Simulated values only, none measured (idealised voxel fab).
Proc. module: voxel capacitor over wiring
Cross-section cut: width 270 nm, square cells of 5 nm.
Cross-section, as written here: a square-cell grid given band by band from the top down, where a band holds one or more rows of cells.
This entry defines a band. It first specifies the height of the band's top and the height of its bottom in nm, and then specifies the band's materials from left to right, stating each material with its width in nm. The word "throughout" identifies a single material that fills the band from edge to edge, while the word "blank" identifies empty space.
Counting heights begins at 0, where everything beneath is, in the wafer as received, one material. The lowest band has no bottom; it goes on downwards, as "0..down" shows.
Note: "30->40" means the width goes from the first number (top row of the band) to the second number (bottom row) in equal steps per row of cells.
No cell of the cross-section changed in a step that is given as "nothing got changed".
The entry "Enclosed void inventory" lists the empty spaces that cover at least 8 cells and have no open path to the top. Each is written as width x height at distance, where the distance is measured from the left edge and all three values are in nm.
after a step's settings: what the simulator itself notes on the step
"overlay nm" denotes, for a step that has a mask, the displacement of the mask to the right of its planned place, with negative values corresponding to the left.
The process steps that were planned are listed below
| 1 | RECEIVE,material Si |
| 2 | CONFORMAL_DEP,material SiO2,thk nm 15 |
| 3 | CONFORMAL_DEP,material SiCN,thk nm 5 |
| 4 | DIRECTIONAL_DEP,material SiO2,thk nm 15 |
| 5 | DIRECTIONAL_DEP,material aC,thk nm 10 |
| 6 | PATTERN,tone open,mask id METAL_1,material resist,width nm 25,pitch nm 90,thk nm 25,overlay nm 0 |
| 7 | DIRECTIONAL_ETCH,etch materials aC,depth nm 10 |
| 8 | STRIP,etch materials resist |
| 9 | DIRECTIONAL_ETCH,etch materials SiO2,depth nm 15 |
| 10 | DIRECTIONAL_ETCH,etch materials SiCN,depth nm 5 |
| 11 | STRIP,etch materials aC |
| 12 | CONFORMAL_DEP,material TiN,thk nm 5 |
| 13 | FILL_DEP,material Ru,thk nm 5 |
| 14 | CMP,height nm 35 |
| 15 | CONFORMAL_DEP,material SiCN,thk nm 5 |
| 16 | DIRECTIONAL_DEP,material SiO2,thk nm 20 |
| 17 | MASKED_ETCH,tone open,mask id PLUG_1,width nm 15,etch materials SiO2,depth nm 20,overlay nm 0 |
| 18 | MASKED_ETCH,tone open,mask id PLUG_1,width nm 15,etch materials SiCN,depth nm 5,overlay nm 0 |
| 19 | CONFORMAL_DEP,material TiN,thk nm 5 |
| 20 | FILL_DEP,material Cu,thk nm 5 |
| 21 | CMP,height nm 60 |
| 22 | DIRECTIONAL_DEP,material TiN,thk nm 10 |
| 23 | DIRECTIONAL_DEP,material HfO2,thk nm 5 |
| 24 | DIRECTIONAL_DEP,material TiN,thk nm 5 |
| 25 | DIRECTIONAL_DEP,material aC,thk nm 10 |
| 26 | PATTERN,tone cover,mask id UPPER_PLATE,material resist,width nm 70,thk nm 25,overlay nm 0 |
| 27 | DIRECTIONAL_ETCH,etch materials aC,depth nm 10 |
| 28 | STRIP,etch materials resist |
| 29 | DIRECTIONAL_ETCH,etch materials TiN,depth nm 5 |
| 30 | DIRECTIONAL_ETCH,etch materials HfO2,depth nm 5 |
| 31 | STRIP,etch materials aC |
| 32 | DIRECTIONAL_DEP,material aC,thk nm 15 |
| 33 | PATTERN,tone cover,mask id LOWER_PLATE,material resist,width nm 80,thk nm 30,overlay nm 0 |
| 34 | DIRECTIONAL_ETCH,etch materials aC,depth nm 15 |
| 35 | STRIP,etch materials resist |
| 36 | DIRECTIONAL_ETCH,etch materials TiN,depth nm 10 |
| 37 | STRIP,etch materials aC |
| 38 | FILL_DEP,material SiO2,thk nm 20 |
| 39 | CMP,height nm 95 |
| 40 | MASKED_ETCH,tone open,mask id PLUG_2,width nm 15,etch materials SiO2,depth nm 15,overlay nm 0 |
| 41 | CONFORMAL_DEP,material TiN,thk nm 5 |
| 42 | FILL_DEP,material W,thk nm 5 |
| 43 | CMP,height nm 95 |
| 44 | CONFORMAL_DEP,material SiCN,thk nm 5 |
Received-state cross-section, reflecting completion of step 1
* 0..down: Si throughout
* Enclosed void inventory: none
Wafer at module end, in section. Began as above, planned as above, run with one mistake
* 100..95: SiCN throughout
* 95..85: 95 SiO2; 5 TiN; 5 W; 5 TiN; 160 SiO2
* 85..75: 95->85 SiO2; 15->70 TiN; 160->115 SiO2
* 75..70: 85 SiO2; 70 HfO2; 115 SiO2
* 70..60: 85 SiO2; 80 TiN; 105 SiO2
* 60..40: 85 SiO2; 5 TiN; 5 Cu; 5 TiN; 170 SiO2
* 40..35: 85 SiCN; 15 TiN; 170 SiCN
* 35..20: 75 SiO2; 5 TiN; 15 Ru; 5 TiN; 65 SiO2; 5 TiN; 15 Ru; 5 TiN; 80 SiO2
* 20..15: 75 SiCN; 25 TiN; 65 SiCN; 25 TiN; 80 SiCN
* 15..0: SiO2 throughout
* 0..down: Si throughout
* Enclosed void inventory: none
What went wrong in running the wafer? step 33 off recipe, ran as PATTERN,tone cover,mask id LOWER_PLATE,material resist,width nm 80,thk nm 30,overlay nm 5
